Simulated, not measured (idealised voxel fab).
The document below concerns the process module designated voxel transistor to metal.
Section shown: cut. Width: 160 nm. Cell size: 5 nm, square.
Cross-section format: a grid of square cells, given as bands from top to bottom; each band is one or more rows of cells.
Look at the band entry: it leads with the top's height and the bottom's height in nm. Then it lists the materials left to right, with a width in nm for each. The word "full width" on a single material says that material fills the band edge to edge. The word "empty" is empty space.
All heights in this document are referenced to 0, defined as the level beneath which the wafer, as received, consists entirely of one material. The lowest band is not bounded below; it extends indefinitely downward and is written in the form "0 down".
Per-row width for "30..40": begins at first number (top row of band), ends at second number (bottom row), increment between rows held constant.
"nothing got changed" means the step left every cell of the cross-section as it was.
Any empty space of 8 cells or more lacking an open way to the top shows up in "Sealed void inventory" as width x height at distance, distance from the left edge, in nm.
Anything after a step's settings on that line? It's the simulator's own note about the step.
When a step includes a mask, the "overlay nm" setting on its line states how far to the right of its planned place that mask lay, and negative values state how far to the left.

The steps planned for the process are as follows:
1. RECEIVE,material Si
2. CONFORMAL_DEP,material SiO2,thk nm 5
3. CONFORMAL_DEP,material SiN,thk nm 10
4. MASKED_ETCH,tone cover,mask id ACTIVE,width nm 110,etch materials SiN,depth nm 10,overlay nm 0
5. MASKED_ETCH,tone cover,mask id ACTIVE,width nm 110,etch materials SiO2,depth nm 5,overlay nm 0
6. MASKED_ETCH,tone cover,mask id ACTIVE,width nm 110,etch materials Si,depth nm 35,overlay nm 0
7. OXIDIZE,depth nm 5
8. FILL_DEP,material SiO2,thk nm 5
9. CMP,height nm 15
10. SELECTIVE_ETCH,etch materials SiO2,depth nm 10
11. STRIP,etch materials SiN
12. SELECTIVE_ETCH,etch materials SiO2,depth nm 5
13. OXIDIZE,depth nm 5
14. DIRECTIONAL_DEP,material polySi,thk nm 20
15. DIRECTIONAL_DEP,material SiCN,thk nm 10
16. MASKED_ETCH,tone cover,mask id GATE,width nm 20,etch materials SiCN,depth nm 20,overlay nm 0
17. MASKED_ETCH,tone cover,mask id GATE,width nm 20,etch materials polySi,depth nm 30,overlay nm 0
18. CONFORMAL_DEP,material SiN,thk nm 10
19. DIRECTIONAL_ETCH,etch materials SiN,depth nm 10
20. DIRECTIONAL_ETCH,etch materials SiO2,depth nm 5
21. DIRECTIONAL_ETCH,etch materials Si,depth nm 10
22. EPI,material nSi,thk nm 10
23. FILL_DEP,material SiO2,thk nm 10
24. CMP,height nm 30
25. DIRECTIONAL_DEP,material SiO2,thk nm 15
26. MASKED_ETCH,tone open,mask id CONTACT,width nm 30,pitch nm 60,etch materials SiO2,depth nm 50,overlay nm 0
27. CONFORMAL_DEP,material TiN,thk nm 5
28. FILL_DEP,material W,thk nm 10
29. CMP,height nm 45
30. DIRECTIONAL_DEP,material TiN,thk nm 5
31. DIRECTIONAL_DEP,material W,thk nm 25
32. PATTERN,tone cover,mask id METAL_1,material resist,width nm 20,pitch nm 70,thk nm 15,overlay nm 0
33. DIRECTIONAL_ETCH,etch materials W,depth nm 25
34. DIRECTIONAL_ETCH,etch materials TiN,depth nm 5
35. STRIP,etch materials resist
36. CONFORMAL_DEP,material SiCN,thk nm 5
37. FILL_DEP,material SiO2,thk nm 5
38. CMP,height nm 75
39. CONFORMAL_DEP,material SiCN,thk nm 5

Concerning the first of two wafers, which was run in accordance with the plan:

Incoming wafer in cross-section (state: after step 1):
0 down | Si full width
Sealed void inventory: none

After step 2: wafer cross-section:
5 to 0 | SiO2 full width
Anything lower than 0 is untouched.

After step 3: wafer cross-section:
15 to 5 | SiN full width
Anything lower than 5 is untouched.

After step 4: wafer cross-section:
15 to 5 | 25 empty / 110 SiN / 25 empty
Anything lower than 5 is untouched.

After step 5: wafer cross-section:
15 to 5 | 25 empty / 110 SiN / 25 empty
5 to 0 | 25 empty / 110 SiO2 / 25 empty
Anything lower than 0 is untouched.

After step 6: wafer cross-section:
15 to 5 | 25 empty / 110 SiN / 25 empty
5 to 0 | 25 empty / 110 SiO2 / 25 empty
0 to -35 | 25 empty / 110 Si / 25 empty
Anything lower than -35 is untouched.

After step 7: wafer cross-section:
15 to 5 | 25 empty / 110 SiN / 25 empty
5 to 0 | 25 empty / 110 SiO2 / 25 empty
0 to -35 | 25 empty / 5 SiO2 / 100 Si / 5 SiO2 / 25 empty
-35 to -40 | 30 SiO2 / 100 Si / 30 SiO2
Anything lower than -40 is untouched.

After step 8: wafer cross-section:
20 to 15 | SiO2 full width
15 to 5 | 25 SiO2 / 110 SiN / 25 SiO2
5 to 0 | SiO2 full width
0 to -40 | 30 SiO2 / 100 Si / 30 SiO2
Anything lower than -40 is untouched.

After step 9: wafer cross-section:
15 to 5 | 25 SiO2 / 110 SiN / 25 SiO2
Anything lower than 5 is untouched.

After step 10: wafer cross-section:
15 to 5 | 25 empty / 110 SiN / 25 empty
Anything lower than 5 is untouched.

After step 11: wafer cross-section:
5 to 0 | SiO2 full width
Anything lower than 0 is untouched.

After step 12: wafer cross-section:
0 to -40 | 30 SiO2 / 100 Si / 30 SiO2
Anything lower than -40 is untouched.

After step 13: wafer cross-section:
0 to -5 | SiO2 full width
Anything lower than -5 is untouched.

After step 14: wafer cross-section:
20 to 0 | polySi full width
Anything lower than 0 is untouched.

After step 15: wafer cross-section:
30 to 20 | SiCN full width
Anything lower than 20 is untouched.

After step 16: wafer cross-section:
30 to 20 | 70 empty / 20 SiCN / 70 empty
Anything lower than 20 is untouched.

After step 17: wafer cross-section:
30 to 20 | 70 empty / 20 SiCN / 70 empty
20 to 0 | 70 empty / 20 polySi / 70 empty
Anything lower than 0 is untouched.

After step 18: wafer cross-section:
40 to 30 | 60 empty / 40 SiN / 60 empty
30 to 20 | 60 empty / 10 SiN / 20 SiCN / 10 SiN / 60 empty
20 to 10 | 60 empty / 10 SiN / 20 polySi / 10 SiN / 60 empty
10 to 0 | 70 SiN / 20 polySi / 70 SiN
Anything lower than 0 is untouched.

After step 19: wafer cross-section:
30 to 20 | 60 empty / 10 SiN / 20 SiCN / 10 SiN / 60 empty
20 to 0 | 60 empty / 10 SiN / 20 polySi / 10 SiN / 60 empty
Anything lower than 0 is untouched.

After step 20: wafer cross-section:
30 to 20 | 60 empty / 10 SiN / 20 SiCN / 10 SiN / 60 empty
20 to 0 | 60 empty / 10 SiN / 20 polySi / 10 SiN / 60 empty
0 to -5 | 60 empty / 40 SiO2 / 60 empty
Anything lower than -5 is untouched.

After step 21: wafer cross-section:
30 to 20 | 60 empty / 10 SiN / 20 SiCN / 10 SiN / 60 empty
20 to 0 | 60 empty / 10 SiN / 20 polySi / 10 SiN / 60 empty
0 to -5 | 60 empty / 40 SiO2 / 60 empty
-5 to -15 | 30 SiO2 / 30 empty / 40 Si / 30 empty / 30 SiO2
Anything lower than -15 is untouched.

After step 22: wafer cross-section:
30 to 20 | 60 empty / 10 SiN / 20 SiCN / 10 SiN / 60 empty
20 to 5 | 60 empty / 10 SiN / 20 polySi / 10 SiN / 60 empty
5 to 0 | 50 empty / 10 nSi / 10 SiN / 20 polySi / 10 SiN / 10 nSi / 50 empty
0 to -5 | 50 empty / 10 nSi / 40 SiO2 / 10 nSi / 50 empty
-5 to -15 | 30 SiO2 / 30 nSi / 40 Si / 30 nSi / 30 SiO2
Anything lower than -15 is untouched.

After step 23: wafer cross-section:
40 to 30 | SiO2 full width
30 to 20 | 60 SiO2 / 10 SiN / 20 SiCN / 10 SiN / 60 SiO2
20 to 5 | 60 SiO2 / 10 SiN / 20 polySi / 10 SiN / 60 SiO2
5 to 0 | 50 SiO2 / 10 nSi / 10 SiN / 20 polySi / 10 SiN / 10 nSi / 50 SiO2
0 to -5 | 50 SiO2 / 10 nSi / 40 SiO2 / 10 nSi / 50 SiO2
Anything lower than -5 is untouched.

After step 24: wafer cross-section:
30 to 20 | 60 SiO2 / 10 SiN / 20 SiCN / 10 SiN / 60 SiO2
Anything lower than 20 is untouched.

After step 25: wafer cross-section:
45 to 30 | SiO2 full width
Anything lower than 30 is untouched.

After step 26: wafer cross-section:
45 to 30 | 35 SiO2 / 30 empty / 30 SiO2 / 30 empty / 35 SiO2
30 to 20 | 35 SiO2 / 25 empty / 10 SiN / 20 SiCN / 10 SiN / 25 empty / 35 SiO2
20 to 5 | 35 SiO2 / 25 empty / 10 SiN / 20 polySi / 10 SiN / 25 empty / 35 SiO2
5 to 0 | 35 SiO2 / 15 empty / 10 nSi / 10 SiN / 20 polySi / 10 SiN / 10 nSi / 15 empty / 35 SiO2
0 to -5 | 35 SiO2 / 15 empty / 10 nSi / 40 SiO2 / 10 nSi / 15 empty / 35 SiO2
Anything lower than -5 is untouched.

After step 27: wafer cross-section:
50 to 45 | 40 TiN / 20 empty / 40 TiN / 20 empty / 40 TiN
45 to 35 | 35 SiO2 / 5 TiN / 20 empty / 5 TiN / 30 SiO2 / 5 TiN / 20 empty / 5 TiN / 35 SiO2
35 to 30 | 35 SiO2 / 5 TiN / 15 empty / 10 TiN / 30 SiO2 / 10 TiN / 15 empty / 5 TiN / 35 SiO2
30 to 20 | 35 SiO2 / 5 TiN / 15 empty / 5 TiN / 10 SiN / 20 SiCN / 10 SiN / 5 TiN / 15 empty / 5 TiN / 35 SiO2
20 to 10 | 35 SiO2 / 5 TiN / 15 empty / 5 TiN / 10 SiN / 20 polySi / 10 SiN / 5 TiN / 15 empty / 5 TiN / 35 SiO2
10 to 5 | 35 SiO2 / 5 TiN / 5 empty / 15 TiN / 10 SiN / 20 polySi / 10 SiN / 15 TiN / 5 empty / 5 TiN / 35 SiO2
5 to 0 | 35 SiO2 / 5 TiN / 5 empty / 5 TiN / 10 nSi / 10 SiN / 20 polySi / 10 SiN / 10 nSi / 5 TiN / 5 empty / 5 TiN / 35 SiO2
0 to -5 | 35 SiO2 / 15 TiN / 10 nSi / 40 SiO2 / 10 nSi / 15 TiN / 35 SiO2
Anything lower than -5 is untouched.

After step 28: wafer cross-section:
60 to 50 | W full width
50 to 45 | 40 TiN / 20 W / 40 TiN / 20 W / 40 TiN
45 to 35 | 35 SiO2 / 5 TiN / 20 W / 5 TiN / 30 SiO2 / 5 TiN / 20 W / 5 TiN / 35 SiO2
35 to 30 | 35 SiO2 / 5 TiN / 15 W / 10 TiN / 30 SiO2 / 10 TiN / 15 W / 5 TiN / 35 SiO2
30 to 20 | 35 SiO2 / 5 TiN / 15 W / 5 TiN / 10 SiN / 20 SiCN / 10 SiN / 5 TiN / 15 W / 5 TiN / 35 SiO2
20 to 10 | 35 SiO2 / 5 TiN / 15 W / 5 TiN / 10 SiN / 20 polySi / 10 SiN / 5 TiN / 15 W / 5 TiN / 35 SiO2
10 to 5 | 35 SiO2 / 5 TiN / 5 W / 15 TiN / 10 SiN / 20 polySi / 10 SiN / 15 TiN / 5 W / 5 TiN / 35 SiO2
5 to 0 | 35 SiO2 / 5 TiN / 5 W / 5 TiN / 10 nSi / 10 SiN / 20 polySi / 10 SiN / 10 nSi / 5 TiN / 5 W / 5 TiN / 35 SiO2
Anything lower than 0 is untouched.

After step 29: wafer cross-section:
45 to 35 | 35 SiO2 / 5 TiN / 20 W / 5 TiN / 30 SiO2 / 5 TiN / 20 W / 5 TiN / 35 SiO2
Anything lower than 35 is untouched.

After step 30: wafer cross-section:
50 to 45 | TiN full width
Anything lower than 45 is untouched.

After step 31: wafer cross-section:
75 to 50 | W full width
Anything lower than 50 is untouched.

After step 32: wafer cross-section:
90 to 75 | 35 empty / 20 resist / 50 empty / 20 resist / 35 empty
Anything lower than 75 is untouched.

After step 33: wafer cross-section:
90 to 75 | 35 empty / 20 resist / 50 empty / 20 resist / 35 empty
75 to 50 | 35 empty / 20 W / 50 empty / 20 W / 35 empty
Anything lower than 50 is untouched.

After step 34: wafer cross-section:
90 to 75 | 35 empty / 20 resist / 50 empty / 20 resist / 35 empty
75 to 50 | 35 empty / 20 W / 50 empty / 20 W / 35 empty
50 to 45 | 35 empty / 20 TiN / 50 empty / 20 TiN / 35 empty
Anything lower than 45 is untouched.

After step 35: wafer cross-section:
75 to 50 | 35 empty / 20 W / 50 empty / 20 W / 35 empty
Anything lower than 50 is untouched.

After step 36: wafer cross-section:
80 to 75 | 30 empty / 30 SiCN / 40 empty / 30 SiCN / 30 empty
75 to 50 | 30 empty / 5 SiCN / 20 W / 5 SiCN / 40 empty / 5 SiCN / 20 W / 5 SiCN / 30 empty
50 to 45 | 35 SiCN / 20 TiN / 50 SiCN / 20 TiN / 35 SiCN
Anything lower than 45 is untouched.

After step 37: wafer cross-section:
85 to 80 | SiO2 full width
80 to 75 | 30 SiO2 / 30 SiCN / 40 SiO2 / 30 SiCN / 30 SiO2
75 to 50 | 30 SiO2 / 5 SiCN / 20 W / 5 SiCN / 40 SiO2 / 5 SiCN / 20 W / 5 SiCN / 30 SiO2
Anything lower than 50 is untouched.

After step 38: wafer cross-section:
75 to 50 | 30 SiO2 / 5 SiCN / 20 W / 5 SiCN / 40 SiO2 / 5 SiCN / 20 W / 5 SiCN / 30 SiO2
Anything lower than 50 is untouched.

After step 39: wafer cross-section:
80 to 75 | SiCN full width
Anything lower than 75 is untouched.

Companion wafer, the second of two: same beginning, same intended sequence, one mistake in carrying it out; through step 14 inclusive it tracks the first exactly:

At the planned end of step 15, the second wafer in cross-section:
25 to 20 | SiCN full width
Anything lower than 20 is untouched.

At the planned end of step 16, the second wafer in cross-section:
25 to 20 | 70 empty / 20 SiCN / 70 empty
Anything lower than 20 is untouched.

At the planned end of step 17, the second wafer in cross-section:
25 to 20 | 70 empty / 20 SiCN / 70 empty
20 to 0 | 70 empty / 20 polySi / 70 empty
Anything lower than 0 is untouched.

At the planned end of step 18, the second wafer in cross-section:
35 to 25 | 60 empty / 40 SiN / 60 empty
25 to 20 | 60 empty / 10 SiN / 20 SiCN / 10 SiN / 60 empty
20 to 10 | 60 empty / 10 SiN / 20 polySi / 10 SiN / 60 empty
10 to 0 | 70 SiN / 20 polySi / 70 SiN
Anything lower than 0 is untouched.

At the planned end of step 19, the second wafer in cross-section:
25 to 20 | 60 empty / 10 SiN / 20 SiCN / 10 SiN / 60 empty
20 to 0 | 60 empty / 10 SiN / 20 polySi / 10 SiN / 60 empty
Anything lower than 0 is untouched.

At the planned end of step 20, the second wafer in cross-section:
25 to 20 | 60 empty / 10 SiN / 20 SiCN / 10 SiN / 60 empty
20 to 0 | 60 empty / 10 SiN / 20 polySi / 10 SiN / 60 empty
0 to -5 | 60 empty / 40 SiO2 / 60 empty
Anything lower than -5 is untouched.

At the planned end of step 21, the second wafer in cross-section:
25 to 20 | 60 empty / 10 SiN / 20 SiCN / 10 SiN / 60 empty
20 to 0 | 60 empty / 10 SiN / 20 polySi / 10 SiN / 60 empty
0 to -5 | 60 empty / 40 SiO2 / 60 empty
-5 to -15 | 30 SiO2 / 30 empty / 40 Si / 30 empty / 30 SiO2
Anything lower than -15 is untouched.

At the planned end of step 22, the second wafer in cross-section:
25 to 20 | 60 empty / 10 SiN / 20 SiCN / 10 SiN / 60 empty
20 to 5 | 60 empty / 10 SiN / 20 polySi / 10 SiN / 60 empty
5 to 0 | 50 empty / 10 nSi / 10 SiN / 20 polySi / 10 SiN / 10 nSi / 50 empty
0 to -5 | 50 empty / 10 nSi / 40 SiO2 / 10 nSi / 50 empty
-5 to -15 | 30 SiO2 / 30 nSi / 40 Si / 30 nSi / 30 SiO2
Anything lower than -15 is untouched.

At the planned end of step 23, the second wafer in cross-section:
35 to 25 | SiO2 full width
25 to 20 | 60 SiO2 / 10 SiN / 20 SiCN / 10 SiN / 60 SiO2
20 to 5 | 60 SiO2 / 10 SiN / 20 polySi / 10 SiN / 60 SiO2
5 to 0 | 50 SiO2 / 10 nSi / 10 SiN / 20 polySi / 10 SiN / 10 nSi / 50 SiO2
0 to -5 | 50 SiO2 / 10 nSi / 40 SiO2 / 10 nSi / 50 SiO2
Anything lower than -5 is untouched.

At the planned end of step 24, the second wafer in cross-section:
30 to 25 | SiO2 full width
Anything lower than 25 is untouched.

At the planned end of step 25, the second wafer in cross-section:
45 to 25 | SiO2 full width
Anything lower than 25 is untouched.

At the planned end of step 26, the second wafer in cross-section:
45 to 25 | 35 SiO2 / 30 empty / 30 SiO2 / 30 empty / 35 SiO2
25 to 20 | 35 SiO2 / 25 empty / 10 SiN / 20 SiCN / 10 SiN / 25 empty / 35 SiO2
20 to 5 | 35 SiO2 / 25 empty / 10 SiN / 20 polySi / 10 SiN / 25 empty / 35 SiO2
5 to 0 | 35 SiO2 / 15 empty / 10 nSi / 10 SiN / 20 polySi / 10 SiN / 10 nSi / 15 empty / 35 SiO2
0 to -5 | 35 SiO2 / 15 empty / 10 nSi / 40 SiO2 / 10 nSi / 15 empty / 35 SiO2
Anything lower than -5 is untouched.

At the planned end of step 27, the second wafer in cross-section:
50 to 45 | 40 TiN / 20 empty / 40 TiN / 20 empty / 40 TiN
45 to 30 | 35 SiO2 / 5 TiN / 20 empty / 5 TiN / 30 SiO2 / 5 TiN / 20 empty / 5 TiN / 35 SiO2
30 to 25 | 35 SiO2 / 5 TiN / 15 empty / 10 TiN / 30 SiO2 / 10 TiN / 15 empty / 5 TiN / 35 SiO2
25 to 20 | 35 SiO2 / 5 TiN / 15 empty / 5 TiN / 10 SiN / 20 SiCN / 10 SiN / 5 TiN / 15 empty / 5 TiN / 35 SiO2
20 to 10 | 35 SiO2 / 5 TiN / 15 empty / 5 TiN / 10 SiN / 20 polySi / 10 SiN / 5 TiN / 15 empty / 5 TiN / 35 SiO2
10 to 5 | 35 SiO2 / 5 TiN / 5 empty / 15 TiN / 10 SiN / 20 polySi / 10 SiN / 15 TiN / 5 empty / 5 TiN / 35 SiO2
5 to 0 | 35 SiO2 / 5 TiN / 5 empty / 5 TiN / 10 nSi / 10 SiN / 20 polySi / 10 SiN / 10 nSi / 5 TiN / 5 empty / 5 TiN / 35 SiO2
0 to -5 | 35 SiO2 / 15 TiN / 10 nSi / 40 SiO2 / 10 nSi / 15 TiN / 35 SiO2
Anything lower than -5 is untouched.

At the planned end of step 28, the second wafer in cross-section:
60 to 50 | W full width
50 to 45 | 40 TiN / 20 W / 40 TiN / 20 W / 40 TiN
45 to 30 | 35 SiO2 / 5 TiN / 20 W / 5 TiN / 30 SiO2 / 5 TiN / 20 W / 5 TiN / 35 SiO2
30 to 25 | 35 SiO2 / 5 TiN / 15 W / 10 TiN / 30 SiO2 / 10 TiN / 15 W / 5 TiN / 35 SiO2
25 to 20 | 35 SiO2 / 5 TiN / 15 W / 5 TiN / 10 SiN / 20 SiCN / 10 SiN / 5 TiN / 15 W / 5 TiN / 35 SiO2
20 to 10 | 35 SiO2 / 5 TiN / 15 W / 5 TiN / 10 SiN / 20 polySi / 10 SiN / 5 TiN / 15 W / 5 TiN / 35 SiO2
10 to 5 | 35 SiO2 / 5 TiN / 5 W / 15 TiN / 10 SiN / 20 polySi / 10 SiN / 15 TiN / 5 W / 5 TiN / 35 SiO2
5 to 0 | 35 SiO2 / 5 TiN / 5 W / 5 TiN / 10 nSi / 10 SiN / 20 polySi / 10 SiN / 10 nSi / 5 TiN / 5 W / 5 TiN / 35 SiO2
Anything lower than 0 is untouched.

At the planned end of step 29, the second wafer in cross-section:
45 to 30 | 35 SiO2 / 5 TiN / 20 W / 5 TiN / 30 SiO2 / 5 TiN / 20 W / 5 TiN / 35 SiO2
Anything lower than 30 is untouched.

At the planned end of step 30, the second wafer in cross-section:
50 to 45 | TiN full width
Anything lower than 45 is untouched.

At the planned end of step 31, the second wafer in cross-section:
75 to 50 | W full width
Anything lower than 50 is untouched.

At the planned end of step 32, the second wafer in cross-section:
90 to 75 | 35 empty / 20 resist / 50 empty / 20 resist / 35 empty
Anything lower than 75 is untouched.

At the planned end of step 33, the second wafer in cross-section:
90 to 75 | 35 empty / 20 resist / 50 empty / 20 resist / 35 empty
75 to 50 | 35 empty / 20 W / 50 empty / 20 W / 35 empty
Anything lower than 50 is untouched.

At the planned end of step 34, the second wafer in cross-section:
90 to 75 | 35 empty / 20 resist / 50 empty / 20 resist / 35 empty
75 to 50 | 35 empty / 20 W / 50 empty / 20 W / 35 empty
50 to 45 | 35 empty / 20 TiN / 50 empty / 20 TiN / 35 empty
Anything lower than 45 is untouched.

At the planned end of step 35, the second wafer in cross-section:
75 to 50 | 35 empty / 20 W / 50 empty / 20 W / 35 empty
Anything lower than 50 is untouched.

At the planned end of step 36, the second wafer in cross-section:
80 to 75 | 30 empty / 30 SiCN / 40 empty / 30 SiCN / 30 empty
75 to 50 | 30 empty / 5 SiCN / 20 W / 5 SiCN / 40 empty / 5 SiCN / 20 W / 5 SiCN / 30 empty
50 to 45 | 35 SiCN / 20 TiN / 50 SiCN / 20 TiN / 35 SiCN
Anything lower than 45 is untouched.

At the planned end of step 37, the second wafer in cross-section:
85 to 80 | SiO2 full width
80 to 75 | 30 SiO2 / 30 SiCN / 40 SiO2 / 30 SiCN / 30 SiO2
75 to 50 | 30 SiO2 / 5 SiCN / 20 W / 5 SiCN / 40 SiO2 / 5 SiCN / 20 W / 5 SiCN / 30 SiO2
Anything lower than 50 is untouched.

At the planned end of step 38, the second wafer in cross-section:
75 to 50 | 30 SiO2 / 5 SiCN / 20 W / 5 SiCN / 40 SiO2 / 5 SiCN / 20 W / 5 SiCN / 30 SiO2
Anything lower than 50 is untouched.

At the planned end of step 39, the second wafer in cross-section:
80 to 75 | SiCN full width
Anything lower than 75 is untouched.
What broke from the plan during processing? so step 15 ended up running with a different setting than we planned, it ran as DIRECTIONAL_DEP,material SiCN,thk nm 5
Count the cells at the end and the second wafer has more or fewer of some materials than the first: SiCN: 4 fewer, SiN: 4 fewer, SiO2: 6 more, W: 2 more
